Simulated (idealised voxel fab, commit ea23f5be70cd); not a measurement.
You're looking at the process module voxel tone inversion.
Cross-sectional view cut (width: 285 nm; square cell size: 5 nm).
Think of the cross-section as a grid of square cells. We describe it in bands, top to bottom, and each band covers one or more rows of those cells. For a band, the entry starts with two heights in nm, that of the top and then that of the bottom, and carries on with the band's materials in order from left to right, each alongside its width in nm; the word "full width" beside a single material means it fills the band edge to edge, and "air" means empty space. Ref level 0: as-received wafer is one material below here. Bottom band extends down with no lower bound ("top 0, no bottom"). Width spec "30..40" -> top row of cells at first value, bottom row at second value, equal per-row change in between. "no change" means the step left every cell of the cross-section as it was. "Enclosed cavity list" specifies each empty space that is not open to the top and that occupies no fewer than 8 cells, using the form width x height at distance, the distance measured from the left edge and all three quantities in nm. That trailing text on a step's line, after the settings, is the simulator's own remark on the step. The "overlay nm" setting may appear on a step's line; for a step that uses a mask, it gives how far to the right of its planned position the mask lay, and a negative value indicates the left.
The steps planned for the process are as follows:
1) RECEIVE, material Si
2) CONFORMAL_DEP, material SiN, thk nm 10
3) DIRECTIONAL_DEP, material aC, thk nm 15
4) PATTERN, tone cover, mask id POSTS, material resist, width nm 20, pitch nm 45, thk nm 20, overlay nm 0
5) DIRECTIONAL_ETCH, etch materials aC, depth nm 15
6) STRIP, etch materials resist
7) FILL_DEP, material SiO2, thk nm 10
8) CMP, height nm 25
9) STRIP, etch materials aC
Wafer as received: cross-section following step 1:
  top 0, no bottom  Si full width
  Enclosed cavity list: none
Post-module cross-section of the first of two wafers (run per plan):
  top 25, bottom 10  110 nm SiO2  20 nm air  25 nm SiO2  20 nm air  110 nm SiO2
  top 10, bottom 0  SiN full width
  top 0, no bottom  Si full width
  Enclosed cavity list: none
Module end: cross-section of wafer two of two. Same start and process plan as the first wafer. One mistake during execution:
  top 25, bottom 10  115 nm SiO2  15 nm air  30 nm SiO2  15 nm air  110 nm SiO2
  top 10, bottom 0  SiN full width
  top 0, no bottom  Si full width
  Enclosed cavity list: none
Heads up, the wafer didn't run the way we planned it: note that step 4 departed from the planned setting and was carried out as PATTERN, tone cover, mask id POSTS, material resist, width nm 15, pitch nm 45, thk nm 20, overlay nm 0
End of process, cell counts, second wafer against first, materials with more or fewer: SiO2: 6 more
